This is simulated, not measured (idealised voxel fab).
Proc. module: voxel wiring stack
The cross-section on display is named cut; it measures 140 nm wide, and its cells are 5 nm squares.
The cross-sections in this document take the form of a grid made of square cells. They are written out as bands, in order from top to bottom. Each band consists of one or more rows of cells. For a band, the entry starts with two heights in nm, that of the top and then that of the bottom, and carries on with the band's materials in order from left to right, each alongside its width in nm; the word "throughout" beside a single material means it fills the band edge to edge, and "air" means empty space. We count height from 0. Below that, the starting wafer is all one material. The lowest band never ends at the bottom but goes on down; see "from 0 down" for how that is written. You'd read "30 to 40" like this: the band's top row of cells is as wide as the first number, its bottom row is as wide as the second, and going down, every row changes width by the same amount as the row before did. The designation "remained unchanged", where it is given for a processing step, indicates that no cell of the cross-section was altered in the course of that step. Closed-off voids of 8+ cells (no open route to the top) go in "Completely sealed voids", written width x height at distance from the left edge, in nm. The remark found on a step's line after its settings is issued by the simulator itself and pertains to that step. You can add "overlay nm" to a step's line. For a step with a mask, it describes how far the mask lay to the right of its planned position, and a negative number describes a lay to the left.
THE PROCESS STEPS THAT WERE PLANNED ARE LISTED BELOW
step 1: op RECEIVE | material Si
step 2: op CONFORMAL_DEP | material SiO2 | thk nm 15
step 3: op DIRECTIONAL_DEP | material TiN | thk nm 5
step 4: op DIRECTIONAL_DEP | material W | thk nm 15
step 5: op PATTERN | tone cover | mask id METAL_1 | material resist | width nm 20 | pitch nm 40 | thk nm 20 | overlay nm 0
step 6: op DIRECTIONAL_ETCH | etch materials W | depth nm 15
step 7: op DIRECTIONAL_ETCH | etch materials TiN | depth nm 5
step 8: op STRIP | etch materials resist
step 9: op FILL_DEP | material SiO2 | thk nm 5
step 10: op CMP | height nm 35
step 11: op CONFORMAL_DEP | material SiCN | thk nm 5
step 12: op DIRECTIONAL_DEP | material lowk | thk nm 35
step 13: op MASKED_ETCH | tone open | mask id METAL_2_HOLES | width nm 15 | pitch nm 40 | etch materials lowk | depth nm 35 | overlay nm 0
step 14: op PATTERN | tone open | mask id METAL_2 | material resist | width nm 20 | pitch nm 40 | thk nm 15 | overlay nm 0
step 15: op DIRECTIONAL_ETCH | etch materials lowk | depth nm 20
step 16: op DIRECTIONAL_ETCH | etch materials SiCN | depth nm 5
step 17: op STRIP | etch materials resist
step 18: op CONFORMAL_DEP | material TiN | thk nm 5
step 19: op FILL_DEP | material Ru | thk nm 5
step 20: op CMP | height nm 75
step 21: op CONFORMAL_DEP | material SiN | thk nm 5
WAFER AS RECEIVED: CROSS-SECTION FOLLOWING STEP 1
  from 0 down: Si throughout
  Completely sealed voids: none
FIRST OF TWO WAFERS: CROSS-SECTION AT END OF MODULE, RUN PER PLAN
  from 80 to 75: SiN throughout
  from 75 to 60: lowk: 20; TiN: 5; Ru: 10; TiN: 5; lowk: 20; TiN: 5; Ru: 10; TiN: 5; lowk: 20; TiN: 5; Ru: 10; TiN: 5; lowk: 20
  from 60 to 55: lowk: 20; TiN: 5; Ru: 5; TiN: 10; lowk: 20; TiN: 5; Ru: 5; TiN: 10; lowk: 20; TiN: 5; Ru: 5; TiN: 10; lowk: 20
  from 55 to 40: lowk: 20; TiN: 5; Ru: 5; TiN: 5; lowk: 25; TiN: 5; Ru: 5; TiN: 5; lowk: 25; TiN: 5; Ru: 5; TiN: 5; lowk: 25
  from 40 to 35: SiCN: 20; TiN: 15; SiCN: 25; TiN: 15; SiCN: 25; TiN: 15; SiCN: 25
  from 35 to 20: SiO2: 20; W: 20; SiO2: 20; W: 20; SiO2: 20; W: 20; SiO2: 20
  from 20 to 15: SiO2: 20; TiN: 20; SiO2: 20; TiN: 20; SiO2: 20; TiN: 20; SiO2: 20
  from 15 to 0: SiO2 throughout
  from 0 down: Si throughout
  Completely sealed voids: none
THIS IS THE SECOND OF THE TWO WAFERS, CROSS-SECTIONED AT THE END OF THE MODULE; IT STARTED EXACTLY LIKE THE FIRST AND WAS GIVEN THE SAME PLAN, BUT IT WAS RUN WITH ONE MISTAKE
  from 80 to 75: SiN throughout
  from 75 to 60: lowk: 20; TiN: 5; Ru: 10; TiN: 5; lowk: 20; TiN: 5; Ru: 10; TiN: 5; lowk: 20; TiN: 5; Ru: 10; TiN: 5; lowk: 20
  from 60 to 55: lowk: 20; TiN: 10; Ru: 5; TiN: 5; lowk: 20; TiN: 10; Ru: 5; TiN: 5; lowk: 20; TiN: 10; Ru: 5; TiN: 5; lowk: 20
  from 55 to 40: lowk: 25; TiN: 5; Ru: 5; TiN: 5; lowk: 25; TiN: 5; Ru: 5; TiN: 5; lowk: 25; TiN: 5; Ru: 5; TiN: 5; lowk: 20
  from 40 to 35: SiCN: 25; TiN: 15; SiCN: 25; TiN: 15; SiCN: 25; TiN: 15; SiCN: 20
  from 35 to 20: SiO2: 20; W: 20; SiO2: 20; W: 20; SiO2: 20; W: 20; SiO2: 20
  from 20 to 15: SiO2: 20; TiN: 20; SiO2: 20; TiN: 20; SiO2: 20; TiN: 20; SiO2: 20
  from 15 to 0: SiO2 throughout
  from 0 down: Si throughout
  Completely sealed voids: none
The plan and the run diverged here: in deviation from the planned setting, step 13 was conducted as op MASKED_ETCH | tone open | mask id METAL_2_HOLES | width nm 15 | pitch nm 40 | etch materials lowk | depth nm 35 | overlay nm 5
The two final wafers agree on how many cells each material fills and disagree on which cells those are.
